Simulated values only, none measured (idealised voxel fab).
Process module name: voxel fin reveal
Pictured: cross-section cut, 190 nm wide, on a grid of 5 nm square cells.
Heads up, the way a cross-section reads in here is a grid of square cells, handed over as bands from the top down, with every band being one or more rows of cells. Band entry format. Leading values: height of top, height of bottom, nm. Remainder: materials in left-to-right order, each with its width in nm. Special words: "full width" on a single material, which then fills the band edge to edge; "empty", empty space. Convention: height 0 is the level below which the wafer, as received, is all one material. The lowest band does not terminate at the bottom but continues downward, represented as "0 -> down". Quick explanation for "30->40": the width changes in equal steps down the rows of cells, from the first number in the band's top row to the second number in its bottom row. Where a step carries "no change", the cross-section came out of it unchanged, cell for cell. "Sealed-off cavities" means: voids of 8 cells or more that are shut off from the top with no open way through. Written width x height at distance, distance from the left edge, in nm. On a step's line, text after the settings is the simulator commenting on that step. The setting "overlay nm" may be written on the line of a step. When the step uses a mask, the value reports how far to the right of the planned place the mask lay, and a negative value reports that it lay to the left.

### This section lists the process steps that were planned
1,RECEIVE | material Si
2,CONFORMAL_DEP | material SiN | thk nm 5
3,PATTERN | tone cover | mask id FINS | material resist | width nm 15 | pitch nm 45 | thk nm 20 | overlay nm 0
4,DIRECTIONAL_ETCH | etch materials SiN | depth nm 5
5,DIRECTIONAL_ETCH | etch materials Si | depth nm 35
6,STRIP | etch materials resist
7,OXIDIZE | depth nm 5
8,FILL_DEP | material SiO2 | thk nm 5
9,CMP | height nm 5
10,SELECTIVE_ETCH | etch materials SiO2 | depth nm 15
11,STRIP | etch materials SiN
12,CONFORMAL_DEP | material SiO2 | thk nm 5

### Shown in cross-section is the wafer as received, that is, as it stands after step 1
* 0 -> down: Si full width
* Sealed-off cavities: none

### Here's the cross-section of the first of our two wafers at the end of the module - it ran as planned
* 5 -> 0: 20 empty  15 SiO2  30 empty  15 SiO2  30 empty  15 SiO2  30 empty  15 SiO2  20 empty
* 0 -> -5: 20 empty  5 SiO2  5 Si  5 SiO2  30 empty  5 SiO2  5 Si  5 SiO2  30 empty  5 SiO2  5 Si  5 SiO2  30 empty  5 SiO2  5 Si  5 SiO2  20 empty
* -5 -> -40: 25 SiO2  5 Si  40 SiO2  5 Si  40 SiO2  5 Si  40 SiO2  5 Si  25 SiO2
* -40 -> down: Si full width
* Sealed-off cavities: none

### Cross-sectional image of the second wafer of the two following completion of the module. Starting state and process plan were the same as for the first wafer; one execution error occurred
* 15 -> 5: 10 empty  35 SiO2  10 empty  35 SiO2  10 empty  35 SiO2  10 empty  35 SiO2  10 empty
* 5 -> 0: SiO2 full width
* 0 -> -40: 25 SiO2  5 Si  40 SiO2  5 Si  40 SiO2  5 Si  40 SiO2  5 Si  25 SiO2
* -40 -> down: Si full width
* Sealed-off cavities: none
What broke from the plan during processing? step 12 was run on a setting that differed from the plan, and what really ran there is CONFORMAL_DEP | material SiO2 | thk nm 15
Once processing is complete, comparing cell counts shows that the second wafer has more or fewer of certain materials than the first: +108 SiO2
